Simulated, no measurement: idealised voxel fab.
process module | voxel gate over fins
cross-section cut | 180 nm wide | cells 5 nm
A cross-section is a grid of square cells, given in bands from the top down. A band is one or more rows of cells.
Each band's line starts with the height of the band's top and of its bottom, in nm. Then come its materials from left to right, each with its width in nm. One material with "throughout" fills the band from edge to edge. "air" is empty space.
Height 0 is the level under which the wafer as received is all one material. The lowest band goes on downwards, as in "0 down".
A width such as "30 to 40" changes by the same amount from each row of cells to the next, from the band's top row to its bottom row.
"no change" after a step means that no cell of the cross-section changed.
closed voids: empty space of 8 cells or more with no open way to the top, each as width x height at its distance from the left edge, in nm
after a step's settings: what the simulator itself notes on the step
overlay nm, on a step with a mask: how far to the right of its planned place the mask lay; to the left if negative
plan
1 op RECEIVE | material Si
2 op CONFORMAL_DEP | material SiN | thk nm 5
3 op PATTERN | tone cover | mask id FINS | material resist | width nm 15 | pitch nm 35 | thk nm 15 | overlay nm 0
4 op DIRECTIONAL_ETCH | etch materials SiN | depth nm 5
5 op DIRECTIONAL_ETCH | etch materials Si | depth nm 35
6 op STRIP | etch materials resist
7 op FILL_DEP | material SiO2 | thk nm 5
8 op CMP | height nm 5
9 op SELECTIVE_ETCH | etch materials SiO2 | depth nm 15
10 op STRIP | etch materials SiN
11 op CONFORMAL_DEP | material HfO2 | thk nm 5
12 op CONFORMAL_DEP | material TiN | thk nm 5
13 op FILL_DEP | material W | thk nm 10
14 op CMP | height nm 15
15 op CONFORMAL_DEP | material SiN | thk nm 5
as received, after step 1
  0 down: Si throughout
  closed voids: none
a wafer at the end: this start, this plan, one mistake
  20 to 15: SiN throughout
  15 to 10: W throughout
  10 to 5: W 35 | TiN 105 | W 40
  5 to 0: W 35 | TiN 5 | HfO2 25 | TiN 10 | HfO2 25 | TiN 10 | HfO2 25 | TiN 5 | W 40
  0 to -5: TiN 40 | HfO2 5 | Si 15 | HfO2 5 | TiN 10 | HfO2 5 | Si 15 | HfO2 5 | TiN 10 | HfO2 5 | Si 15 | HfO2 5 | TiN 45
  -5 to -10: HfO2 45 | Si 15 | HfO2 20 | Si 15 | HfO2 20 | Si 15 | HfO2 50
  -10 to -70: SiO2 45 | Si 15 | SiO2 20 | Si 15 | SiO2 20 | Si 15 | SiO2 50
  -70 down: Si throughout
  closed voids: none
what went wrong: step 5 was run twice
